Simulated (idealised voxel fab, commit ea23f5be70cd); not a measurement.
process module | voxel gate over fins
cross-section cut | 220 nm wide | cells 5 nm
A cross-section is a grid of square cells, given in bands from the top down. A band is one or more rows of cells.
Each band's line starts with the height of the band's top and of its bottom, in nm. Then come its materials from left to right, each with its width in nm. One material with "throughout" fills the band from edge to edge. "air" is empty space.
Height 0 is the level under which the wafer as received is all one material. The lowest band goes on downwards, as in "0 down".
A width such as "30 to 40" changes by the same amount from each row of cells to the next, from the band's top row to its bottom row.
"no change" after a step means that no cell of the cross-section changed.
closed voids: empty space of 8 cells or more with no open way to the top, each as width x height at its distance from the left edge, in nm
after a step's settings: what the simulator itself notes on the step
overlay nm, on a step with a mask: how far to the right of its planned place the mask lay; to the left if negative
plan
1 op RECEIVE | material Si
2 op CONFORMAL_DEP | material SiN | thk nm 10
3 op PATTERN | tone cover | mask id FINS | material resist | width nm 15 | pitch nm 55 | thk nm 15 | overlay nm 0
4 op DIRECTIONAL_ETCH | etch materials SiN | depth nm 10
5 op DIRECTIONAL_ETCH | etch materials Si | depth nm 30
6 op STRIP | etch materials resist
7 op FILL_DEP | material SiO2 | thk nm 5
8 op CMP | height nm 10
9 op PATTERN | tone open | mask id RAIL | material resist | width nm 15 | thk nm 20 | overlay nm 0
10 op DIRECTIONAL_ETCH | etch materials SiO2 | depth nm 35
11 op STRIP | etch materials resist
12 op CONFORMAL_DEP | material TiN | thk nm 5
13 op FILL_DEP | material W | thk nm 5
14 op CMP | height nm 10
15 op SELECTIVE_ETCH | etch materials W Ru TiN | depth nm 30
16 op FILL_DEP | material SiO2 | thk nm 5
17 op CMP | height nm 10
18 op SELECTIVE_ETCH | etch materials SiO2 | depth nm 20
19 op STRIP | etch materials SiN
20 op CONFORMAL_DEP | material HfO2 | thk nm 5
21 op CONFORMAL_DEP | material TiN | thk nm 5
22 op FILL_DEP | material W | thk nm 15
23 op CMP | height nm 20
24 op CONFORMAL_DEP | material SiCN | thk nm 10
as received, after step 1
  0 down: Si throughout
  closed voids: none
a wafer at the end: this start, this plan, one mistake
  30 to 20: SiCN throughout
  20 to 10: W throughout
  10 to 5: W 25 | TiN 35 | W 20 | TiN 35 | W 20 | TiN 35 | W 50
  5 to 0: W 25 | TiN 5 | HfO2 25 | TiN 5 | W 20 | TiN 5 | HfO2 25 | TiN 5 | W 20 | TiN 5 | HfO2 25 | TiN 5 | W 50
  0 to -5: TiN 30 | HfO2 5 | Si 15 | HfO2 5 | TiN 30 | HfO2 5 | Si 15 | HfO2 5 | TiN 30 | HfO2 5 | Si 15 | HfO2 5 | TiN 55
  -5 to -10: HfO2 35 | Si 15 | HfO2 40 | Si 15 | HfO2 40 | Si 15 | HfO2 60
  -10 to -20: SiO2 35 | Si 15 | SiO2 40 | Si 15 | SiO2 40 | Si 15 | SiO2 60
  -20 to -25: SiO2 35 | Si 15 | SiO2 20 | TiN 15 | SiO2 5 | Si 15 | SiO2 40 | Si 15 | SiO2 60
  -25 to -30: SiO2 35 | Si 15 | SiO2 40 | Si 15 | SiO2 40 | Si 15 | SiO2 60
  -30 down: Si throughout
  closed voids: none
what went wrong: step 3 ran as: op PATTERN | tone cover | mask id FINS | material resist | width nm 15 | pitch nm 55 | thk nm 15 | overlay nm -10
